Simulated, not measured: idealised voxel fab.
process module | voxel air gaps
cross-section cut | 155 nm wide | cells 5 nm
A cross-section is a grid of square cells, given in bands from the top down. A band is one or more rows of cells.
Each band's line starts with the height of the band's top and of its bottom, in nm. Then come its materials from left to right, each with its width in nm. One material with "throughout" fills the band from edge to edge. "air" is empty space.
Height 0 is the level under which the wafer as received is all one material. The lowest band goes on downwards, as in "0 down".
A width such as "30 to 40" changes by the same amount from each row of cells to the next, from the band's top row to its bottom row.
"no change" after a step means that no cell of the cross-section changed.
closed voids: empty space of 8 cells or more with no open way to the top, each as width x height at its distance from the left edge, in nm
after a step's settings: what the simulator itself notes on the step
overlay nm, on a step with a mask: how far to the right of its planned place the mask lay; to the left if negative
plan
1 op RECEIVE | material Si
2 op CONFORMAL_DEP | material SiO2 | thk nm 10
3 op CONFORMAL_DEP | material SiCN | thk nm 5
4 op DIRECTIONAL_DEP | material lowk | thk nm 30
5 op DIRECTIONAL_DEP | material aC | thk nm 10
6 op PATTERN | tone open | mask id LINES | material resist | width nm 20 | pitch nm 45 | thk nm 25 | overlay nm 0
7 op DIRECTIONAL_ETCH | etch materials aC | depth nm 10
8 op STRIP | etch materials resist
9 op DIRECTIONAL_ETCH | etch materials lowk | depth nm 30
10 op STRIP | etch materials aC
11 op CONFORMAL_DEP | material TiN | thk nm 5
12 op FILL_DEP | material Cu | thk nm 5
13 op CMP | height nm 45
14 op EPI | material Ru | thk nm 10
15 op SELECTIVE_ETCH | etch materials lowk | depth nm 40
16 op CONFORMAL_DEP | material SiCN | thk nm 5
as received, after step 1
  0 down: Si throughout
  closed voids: none
a wafer at the end: this start, this plan, one mistake
  70 to 65: SiCN throughout
  65 to 45: Ru 150 | SiCN 5
  45 to 40: lowk 20 | TiN 5 | Cu 10 | TiN 5 | lowk 25 | TiN 5 | Cu 10 | TiN 5 | lowk 25 | TiN 5 | Cu 10 | TiN 5 | SiCN 25
  40 to 20: lowk 20 | TiN 5 | Cu 10 | TiN 5 | lowk 25 | TiN 5 | Cu 10 | TiN 5 | lowk 25 | TiN 5 | Cu 10 | TiN 5 | SiCN 5 | air 20
  20 to 15: lowk 20 | TiN 20 | lowk 25 | TiN 20 | lowk 25 | TiN 20 | SiCN 25
  15 to 10: SiCN throughout
  10 to 0: SiO2 throughout
  0 down: Si throughout
  closed voids: 20 x 20 at 135
what went wrong: step 14 was run twice
